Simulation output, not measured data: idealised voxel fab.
Documented hereafter: the process module known as voxel ribs on slabs.
Displayed cross-section: cut, width of 300 nm, square cells sized 5 nm.
Cross-section = grid of square cells, listed top down in bands; band = one or more rows.
Quick guide to a band line: top height, bottom height (nm) up front; then every material left to right with its width in nm. Only one material and it's marked "full width"? Then it fills the band edge to edge. And "air" just means empty space.
Heights from 0 (as-received wafer is one material below). Bottom band endless downward, as "0 -> down".
A width given as "30 to 40" starts at the first number in the band's top row and ends at the second number in its bottom row, shifting by an equal amount at every step from row to row.
What does "no alterations made" mean for a step? It means no cell of the cross-section changed in that step.
Each empty space that has no open way to the top and spans at least 8 cells appears under "Enclosed cavity list" as width x height at distance, the distance counted from the left edge, all in nm.
Heads up: the bit after the settings on a step's line is the simulator's remark on that step.
What "overlay nm" on a step's line means: if the step has a mask, that mask lay this far to the right of its planned place, or, when the value is negative, to the left.
# The following list gives the planned process steps
1) RECEIVE | material Si
2) DIRECTIONAL_DEP | material SiO2 | thk nm 20
3) DIRECTIONAL_DEP | material polySi | thk nm 20
4) DIRECTIONAL_DEP | material aC | thk nm 15
5) PATTERN | tone cover | mask id RIB | material resist | width nm 30 | thk nm 30 | overlay nm 0
6) DIRECTIONAL_ETCH | etch materials aC | depth nm 15
7) STRIP | etch materials resist
8) DIRECTIONAL_ETCH | etch materials polySi | depth nm 10
9) STRIP | etch materials aC
10) PATTERN | tone cover | mask id SLAB | material resist | width nm 90 | thk nm 20 | overlay nm 0
11) DIRECTIONAL_ETCH | etch materials polySi | depth nm 10
12) STRIP | etch materials resist
13) FILL_DEP | material SiO2 | thk nm 30
14) CMP | height nm 60
15) DIRECTIONAL_DEP | material TiN | thk nm 5
16) DIRECTIONAL_DEP | material aC | thk nm 15
17) PATTERN | tone cover | mask id HEATER | material resist | width nm 40 | thk nm 30 | overlay nm 0
18) DIRECTIONAL_ETCH | etch materials aC | depth nm 15
19) STRIP | etch materials resist
20) DIRECTIONAL_ETCH | etch materials TiN | depth nm 5
21) STRIP | etch materials aC
22) CONFORMAL_DEP | material SiO2 | thk nm 5
# As-received state of the wafer in cross-section, equivalent to post-step 1
> 0 -> down = Si full width
> Enclosed cavity list: none
# Wafer cross-section at end of module: start and plan as shown above, one execution error
> 70 -> 65 = 115 air / 50 SiO2 / 135 air
> 65 -> 60 = 120 SiO2 / 40 TiN / 140 SiO2
> 60 -> 40 = SiO2 full width
> 40 -> 30 = 135 SiO2 / 30 polySi / 135 SiO2
> 30 -> 20 = 105 SiO2 / 90 polySi / 105 SiO2
> 20 -> 0 = SiO2 full width
> 0 -> down = Si full width
> Enclosed cavity list: none
In executing the process, a mistake was made relative to the plan: heads up, step 17 didn't go per plan, it actually ran as PATTERN | tone cover | mask id HEATER | material resist | width nm 40 | thk nm 30 | overlay nm -10
